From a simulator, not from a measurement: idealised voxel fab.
This section sets out a process module, namely voxel lift off.
Cross-section cut spans 295 nm and uses square cells 5 nm in size.
Cross-section spec: square-cell grid; bands listed top down; each band is one or more rows. Quick guide to a band line: top height, bottom height (nm) up front; then every material left to right with its width in nm. Only one material and it's marked "everywhere"? Then it fills the band edge to edge. And "air" just means empty space. Where do heights start? At 0: under that level the wafer as delivered is made of one material only. And the lowest band has no floor; it just carries on downward, as in "0..down". Read "30..40" as a graded width: first number on top, second number at the bottom, same change between each pair of neighbouring rows. The cross-section has no changed cell in any step marked "all unchanged". "Closed internal cavities" lists enclosed empty spaces (at least 8 cells, no open path upward to the top), each as width x height at distance from the left edge, in nm. If you see something after the settings on a step's line, that's the simulator's own remark about that step. overlay nm: right-of-plan distance of the mask on a masked step; negative values mean left-of-plan.
Here's what the planned process steps look like:
1. RECEIVE: material Si
2. CONFORMAL_DEP: material SiN, thk nm 5
3. PATTERN: tone open, mask id LINES, material resist, width nm 25, pitch nm 55, thk nm 30, overlay nm 0
4. DIRECTIONAL_DEP: material Ru, thk nm 15
5. STRIP: etch materials resist
6. CONFORMAL_DEP: material SiN, thk nm 10
The first wafer of two, processed as planned:
Cross-section of the wafer at receipt, which is the condition after step 1:
> 0..down  Si everywhere
> Closed internal cavities: none
Cross-section: wafer state after step 2:
> 5..0  SiN everywhere
> Below 0, no change.
Cross-section: wafer state after step 3:
> 35..5  50 resist, then 25 air, then 30 resist, then 25 air, then 30 resist, then 25 air, then 30 resist, then 25 air, then 55 resist
> Below 5, no change.
Cross-section: wafer state after step 4:
> 50..35  50 Ru, then 25 air, then 30 Ru, then 25 air, then 30 Ru, then 25 air, then 30 Ru, then 25 air, then 55 Ru
> 35..20  50 resist, then 25 air, then 30 resist, then 25 air, then 30 resist, then 25 air, then 30 resist, then 25 air, then 55 resist
> 20..5  50 resist, then 25 Ru, then 30 resist, then 25 Ru, then 30 resist, then 25 Ru, then 30 resist, then 25 Ru, then 55 resist
> Below 5, no change.
Cross-section: wafer state after step 5:
> 20..5  50 air, then 25 Ru, then 30 air, then 25 Ru, then 30 air, then 25 Ru, then 30 air, then 25 Ru, then 55 air
> Below 5, no change.
Cross-section: wafer state after step 6:
> 30..20  40 air, then 45 SiN, then 10 air, then 45 SiN, then 10 air, then 45 SiN, then 10 air, then 45 SiN, then 45 air
> 20..15  40 air, then 10 SiN, then 25 Ru, then 10 SiN, then 10 air, then 10 SiN, then 25 Ru, then 10 SiN, then 10 air, then 10 SiN, then 25 Ru, then 10 SiN, then 10 air, then 10 SiN, then 25 Ru, then 10 SiN, then 45 air
> 15..5  50 SiN, then 25 Ru, then 30 SiN, then 25 Ru, then 30 SiN, then 25 Ru, then 30 SiN, then 25 Ru, then 55 SiN
> Below 5, no change.
For the second wafer, take the first wafer's start and plan, then add one mistake made in running it; everything through step 2, that step included, is shared with the first:
Cross-section of the second wafer at the time step 3 of the plan should have ended:
> 35..5  45 resist, then 35 air, then 20 resist, then 35 air, then 20 resist, then 35 air, then 20 resist, then 35 air, then 50 resist
> Below 5, no change.
Cross-section of the second wafer at the time step 4 of the plan should have ended:
> 50..35  45 Ru, then 35 air, then 20 Ru, then 35 air, then 20 Ru, then 35 air, then 20 Ru, then 35 air, then 50 Ru
> 35..20  45 resist, then 35 air, then 20 resist, then 35 air, then 20 resist, then 35 air, then 20 resist, then 35 air, then 50 resist
> 20..5  45 resist, then 35 Ru, then 20 resist, then 35 Ru, then 20 resist, then 35 Ru, then 20 resist, then 35 Ru, then 50 resist
> Below 5, no change.
Cross-section of the second wafer at the time step 5 of the plan should have ended:
> 20..5  45 air, then 35 Ru, then 20 air, then 35 Ru, then 20 air, then 35 Ru, then 20 air, then 35 Ru, then 50 air
> Below 5, no change.
Cross-section of the second wafer at the time step 6 of the plan should have ended:
> 30..20  35 air, then 220 SiN, then 40 air
> 20..15  35 air, then 10 SiN, then 35 Ru, then 20 SiN, then 35 Ru, then 20 SiN, then 35 Ru, then 20 SiN, then 35 Ru, then 10 SiN, then 40 air
> 15..5  45 SiN, then 35 Ru, then 20 SiN, then 35 Ru, then 20 SiN, then 35 Ru, then 20 SiN, then 35 Ru, then 50 SiN
> Below 5, no change.
Here's what went sideways: step 3 deviated from plan and actually ran as PATTERN: tone open, mask id LINES, material resist, width nm 35, pitch nm 55, thk nm 30, overlay nm 0
Final cells, second wafer relative to first, materials higher or lower: 24 more of Ru
